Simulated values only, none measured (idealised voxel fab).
process module | voxel transistor to metal
cross-section cut | 300 nm wide | cells 5 nm
A cross-section is a grid of square cells, given in bands from the top down. A band is one or more rows of cells.
Each band's line starts with the height of the band's top and of its bottom, in nm. Then come its materials from left to right, each with its width in nm. One material with "throughout" fills the band from edge to edge. "air" is empty space.
Height 0 is the level under which the wafer as received is all one material. The lowest band goes on downwards, as in "0 down".
A width such as "30 to 40" changes by the same amount from each row of cells to the next, from the band's top row to its bottom row.
"no change" after a step means that no cell of the cross-section changed.
closed voids: empty space of 8 cells or more with no open way to the top, each as width x height at its distance from the left edge, in nm
after a step's settings: what the simulator itself notes on the step
overlay nm, on a step with a mask: how far to the right of its planned place the mask lay; to the left if negative
plan
1 op RECEIVE | material Si
2 op OXIDIZE | depth nm 5
3 op CONFORMAL_DEP | material SiN | thk nm 15
4 op PATTERN | tone cover | mask id ACTIVE | material resist | width nm 95 | pitch nm 115 | thk nm 20 | overlay nm 0
5 op DIRECTIONAL_ETCH | etch materials SiN | depth nm 15
6 op DIRECTIONAL_ETCH | etch materials SiO2 | depth nm 5
7 op DIRECTIONAL_ETCH | etch materials Si | depth nm 35
8 op STRIP | etch materials resist
9 op FILL_DEP | material SiO2 | thk nm 15
10 op CMP | height nm 15
11 op SELECTIVE_ETCH | etch materials SiO2 | depth nm 10
12 op STRIP | etch materials SiN
13 op SELECTIVE_ETCH | etch materials SiO2 | depth nm 5
14 op OXIDIZE | depth nm 5
15 op DIRECTIONAL_DEP | material polySi | thk nm 20
16 op DIRECTIONAL_DEP | material SiCN | thk nm 10
17 op PATTERN | tone cover | mask id GATE | material resist | width nm 15 | pitch nm 115 | thk nm 15 | overlay nm 0
18 op DIRECTIONAL_ETCH | etch materials SiCN | depth nm 20
19 op DIRECTIONAL_ETCH | etch materials polySi | depth nm 30
20 op STRIP | etch materials resist
21 op CONFORMAL_DEP | material SiN | thk nm 5
22 op DIRECTIONAL_ETCH | etch materials SiN | depth nm 5
23 op DIRECTIONAL_ETCH | etch materials SiO2 | depth nm 5
24 op EPI | material SiGe | thk nm 5
25 op FILL_DEP | material SiO2 | thk nm 10
26 op CMP | height nm 15
27 op STRIP | etch materials polySi
28 op SELECTIVE_ETCH | etch materials SiO2 | depth nm 5
29 op CONFORMAL_DEP | material HfO2 | thk nm 5
30 op CONFORMAL_DEP | material TiN | thk nm 5
31 op FILL_DEP | material W | thk nm 10
32 op CMP | height nm 10
33 op DIRECTIONAL_DEP | material SiO2 | thk nm 10
34 op DIRECTIONAL_DEP | material aC | thk nm 10
35 op PATTERN | tone open | mask id CONTACT | material resist | width nm 15 | thk nm 30 | overlay nm 0
36 op DIRECTIONAL_ETCH | etch materials aC | depth nm 10
37 op STRIP | etch materials resist
38 op DIRECTIONAL_ETCH | etch materials SiO2 | depth nm 25
39 op STRIP | etch materials aC
40 op CONFORMAL_DEP | material TiN | thk nm 5
41 op FILL_DEP | material Ru | thk nm 5
42 op CMP | height nm 20
43 op CONFORMAL_DEP | material SiN | thk nm 5
44 op DIRECTIONAL_DEP | material SiO2 | thk nm 25
45 op MASKED_ETCH | tone open | mask id METAL_1 | width nm 15 | etch materials SiO2 | depth nm 25 | overlay nm 0
46 op MASKED_ETCH | tone open | mask id METAL_1 | width nm 15 | etch materials SiN | depth nm 5 | overlay nm 0
47 op CONFORMAL_DEP | material TiN | thk nm 5
48 op FILL_DEP | material Ru | thk nm 10
49 op CMP | height nm 50
50 op CONFORMAL_DEP | material SiCN | thk nm 5
51 op DIRECTIONAL_DEP | material lowk | thk nm 30
52 op DIRECTIONAL_DEP | material aC | thk nm 10
53 op PATTERN | tone open | mask id METAL_2 | material resist | width nm 15 | pitch nm 115 | thk nm 25 | overlay nm 0
54 op DIRECTIONAL_ETCH | etch materials aC | depth nm 10
55 op STRIP | etch materials resist
56 op DIRECTIONAL_ETCH | etch materials lowk | depth nm 20
57 op STRIP | etch materials aC
58 op DIRECTIONAL_DEP | material aC | thk nm 15
59 op PATTERN | tone open | mask id METAL_2_HOLES | material resist | width nm 15 | pitch nm 115 | thk nm 30 | overlay nm 0
60 op DIRECTIONAL_ETCH | etch materials aC | depth nm 15
61 op STRIP | etch materials resist
62 op DIRECTIONAL_ETCH | etch materials lowk | depth nm 10
63 op DIRECTIONAL_ETCH | etch materials SiCN | depth nm 5
64 op STRIP | etch materials aC
65 op CONFORMAL_DEP | material TiN | thk nm 5
66 op FILL_DEP | material Ru | thk nm 10
67 op CMP | height nm 85
68 op CONFORMAL_DEP | material SiN | thk nm 5
varied across the wafers: width nm of step 17. The plan shows the first wafer's value. All wafers start alike
first wafer as received, after step 1
  0 down: Si throughout
  closed voids: none
first wafer at the end, after step 68
  90 to 85: SiN throughout
  85 to 55: lowk 50 | TiN 5 | Ru 5 | TiN 5 | lowk 100 | TiN 5 | Ru 5 | TiN 5 | lowk 120
  55 to 50: SiCN 50 | TiN 15 | SiCN 100 | TiN 15 | SiCN 120
  50 to 25: SiO2 50 | TiN 5 | Ru 5 | TiN 5 | SiO2 55 | TiN 5 | Ru 5 | TiN 5 | SiO2 30 | TiN 5 | Ru 5 | TiN 5 | SiO2 55 | TiN 5 | Ru 5 | TiN 5 | SiO2 50
  25 to 20: SiN 50 | TiN 15 | SiN 55 | TiN 15 | SiN 30 | TiN 15 | SiN 55 | TiN 15 | SiN 50
  20 to 10: SiO2 50 | TiN 5 | Ru 5 | TiN 5 | SiO2 55 | TiN 5 | Ru 5 | TiN 5 | SiO2 30 | TiN 5 | Ru 5 | TiN 5 | SiO2 55 | TiN 5 | Ru 5 | TiN 5 | SiO2 50
  10 to 0: SiO2 50 | TiN 5 | Ru 5 | TiN 5 | SiO2 15 | SiN 5 | HfO2 5 | TiN 5 | HfO2 5 | SiN 5 | SiO2 15 | TiN 5 | Ru 5 | TiN 5 | SiO2 30 | TiN 5 | Ru 5 | TiN 5 | SiO2 15 | SiN 5 | HfO2 5 | TiN 5 | HfO2 5 | SiN 5 | SiO2 15 | TiN 5 | Ru 5 | TiN 5 | SiO2 50
  0 to -5: SiO2 40 | SiN 5 | SiO2 5 | TiN 15 | SiO2 15 | SiN 5 | HfO2 5 | TiN 5 | HfO2 5 | SiN 5 | SiO2 15 | TiN 15 | SiO2 5 | SiN 5 | SiO2 10 | SiN 5 | SiO2 5 | TiN 15 | SiO2 15 | SiN 5 | HfO2 5 | TiN 5 | HfO2 5 | SiN 5 | SiO2 15 | TiN 15 | SiO2 5 | SiN 5 | SiO2 40
  -5 to -10: SiO2 45 | SiGe 35 | HfO2 25 | SiGe 35 | SiO2 20 | SiGe 35 | HfO2 25 | SiGe 35 | SiO2 45
  -10 to -40: SiO2 45 | Si 95 | SiO2 20 | Si 95 | SiO2 45
  -40 down: Si throughout
  closed voids: none
last wafer at the end
  90 to 85: SiN throughout
  85 to 55: lowk 50 | TiN 5 | Ru 5 | TiN 5 | lowk 100 | TiN 5 | Ru 5 | TiN 5 | lowk 120
  55 to 50: SiCN 50 | TiN 15 | SiCN 100 | TiN 15 | SiCN 120
  50 to 25: SiO2 50 | TiN 5 | Ru 5 | TiN 5 | SiO2 55 | TiN 5 | Ru 5 | TiN 5 | SiO2 30 | TiN 5 | Ru 5 | TiN 5 | SiO2 55 | TiN 5 | Ru 5 | TiN 5 | SiO2 50
  25 to 20: SiN 50 | TiN 15 | SiN 55 | TiN 15 | SiN 30 | TiN 15 | SiN 55 | TiN 15 | SiN 50
  20 to 10: SiO2 50 | TiN 5 | Ru 5 | TiN 5 | SiO2 55 | TiN 5 | Ru 5 | TiN 5 | SiO2 30 | TiN 5 | Ru 5 | TiN 5 | SiO2 55 | TiN 5 | Ru 5 | TiN 5 | SiO2 50
  10 to 0: SiO2 50 | TiN 5 | Ru 5 | TiN 5 | SiO2 5 | SiN 5 | HfO2 5 | TiN 5 | W 20 | TiN 5 | HfO2 5 | SiN 5 | TiN 5 | Ru 5 | TiN 5 | SiO2 30 | TiN 5 | Ru 5 | TiN 5 | SiO2 5 | SiN 5 | HfO2 5 | TiN 5 | W 20 | TiN 5 | HfO2 5 | SiN 5 | TiN 5 | Ru 5 | TiN 5 | SiO2 50
  0 to -5: SiO2 40 | SiN 5 | SiO2 5 | TiN 15 | SiO2 5 | SiN 5 | HfO2 5 | TiN 30 | HfO2 5 | SiN 5 | TiN 15 | SiO2 5 | SiN 5 | SiO2 10 | SiN 5 | SiO2 5 | TiN 15 | SiO2 5 | SiN 5 | HfO2 5 | TiN 30 | HfO2 5 | SiN 5 | TiN 15 | SiO2 5 | SiN 5 | SiO2 40
  -5 to -10: SiO2 45 | SiGe 25 | HfO2 50 | SiGe 20 | SiO2 20 | SiGe 25 | HfO2 50 | SiGe 20 | SiO2 45
  -10 to -40: SiO2 45 | Si 95 | SiO2 20 | Si 95 | SiO2 45
  -40 down: Si throughout
  closed voids: none
each wafer at the end: cells of each material gained (+) or lost (-) since it was received, then its closed voids
width nm 15 | +22 HfO2 | +48 Ru | -252 Si | +54 SiCN | +28 SiGe | +124 SiN | +600 SiO2 | +132 TiN | +324 lowk | closed voids: none
width nm 20 | +24 HfO2 | +48 Ru | -252 Si | +54 SiCN | +26 SiGe | +124 SiN | +594 SiO2 | +138 TiN | +324 lowk | closed voids: none
width nm 25 | +26 HfO2 | +48 Ru | -252 Si | +54 SiCN | +24 SiGe | +124 SiN | +588 SiO2 | +140 TiN | +4 W | +324 lowk | closed voids: none
width nm 30 | +28 HfO2 | +48 Ru | -252 Si | +54 SiCN | +22 SiGe | +124 SiN | +582 SiO2 | +142 TiN | +8 W | +324 lowk | closed voids: none
width nm 35 | +30 HfO2 | +48 Ru | -252 Si | +54 SiCN | +20 SiGe | +124 SiN | +576 SiO2 | +144 TiN | +12 W | +324 lowk | closed voids: none
width nm 40 | +32 HfO2 | +48 Ru | -252 Si | +54 SiCN | +18 SiGe | +124 SiN | +570 SiO2 | +146 TiN | +16 W | +324 lowk | closed voids: none
